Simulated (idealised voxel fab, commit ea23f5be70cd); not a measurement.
process module | voxel spacer lines
cross-section cut | 260 nm wide | cells 5 nm
A cross-section is a grid of square cells, given in bands from the top down. A band is one or more rows of cells.
Each band's line starts with the height of the band's top and of its bottom, in nm. Then come its materials from left to right, each with its width in nm. One material with "throughout" fills the band from edge to edge. "air" is empty space.
Height 0 is the level under which the wafer as received is all one material. The lowest band goes on downwards, as in "0 down".
A width such as "30 to 40" changes by the same amount from each row of cells to the next, from the band's top row to its bottom row.
"no change" after a step means that no cell of the cross-section changed.
closed voids: empty space of 8 cells or more with no open way to the top, each as width x height at its distance from the left edge, in nm
after a step's settings: what the simulator itself notes on the step
overlay nm, on a step with a mask: how far to the right of its planned place the mask lay; to the left if negative
plan
1 op RECEIVE | material Si
2 op CONFORMAL_DEP | material SiO2 | thk nm 5
3 op DIRECTIONAL_DEP | material W | thk nm 15
4 op DIRECTIONAL_DEP | material polySi | thk nm 25
5 op PATTERN | tone cover | mask id MANDREL | material resist | width nm 25 | pitch nm 80 | thk nm 30 | overlay nm 0
6 op DIRECTIONAL_ETCH | etch materials polySi | depth nm 25
7 op STRIP | etch materials resist
8 op CONFORMAL_DEP | material SiN | thk nm 15
9 op DIRECTIONAL_ETCH | etch materials SiN | depth nm 15
10 op STRIP | etch materials polySi
11 op DIRECTIONAL_ETCH | etch materials W | depth nm 15
12 op STRIP | etch materials SiN
13 op FILL_DEP | material lowk | thk nm 5
14 op CMP | height nm 20
as received, after step 1
  0 down: Si throughout
  closed voids: none
first wafer at the end, as planned
  20 to 5: lowk 60 | W 15 | lowk 25 | W 15 | lowk 25 | W 15 | lowk 25 | W 15 | lowk 65
  5 to 0: SiO2 throughout
  0 down: Si throughout
  closed voids: none
second wafer at the end: like start, like plan, one mistake
  20 to 15: SiO2 throughout
  15 to 0: W throughout
  0 down: Si throughout
  closed voids: none
what went wrong: steps 2 and 3 were swapped
at the end the second wafer has, in cells: 120 more of W | 120 fewer of lowk
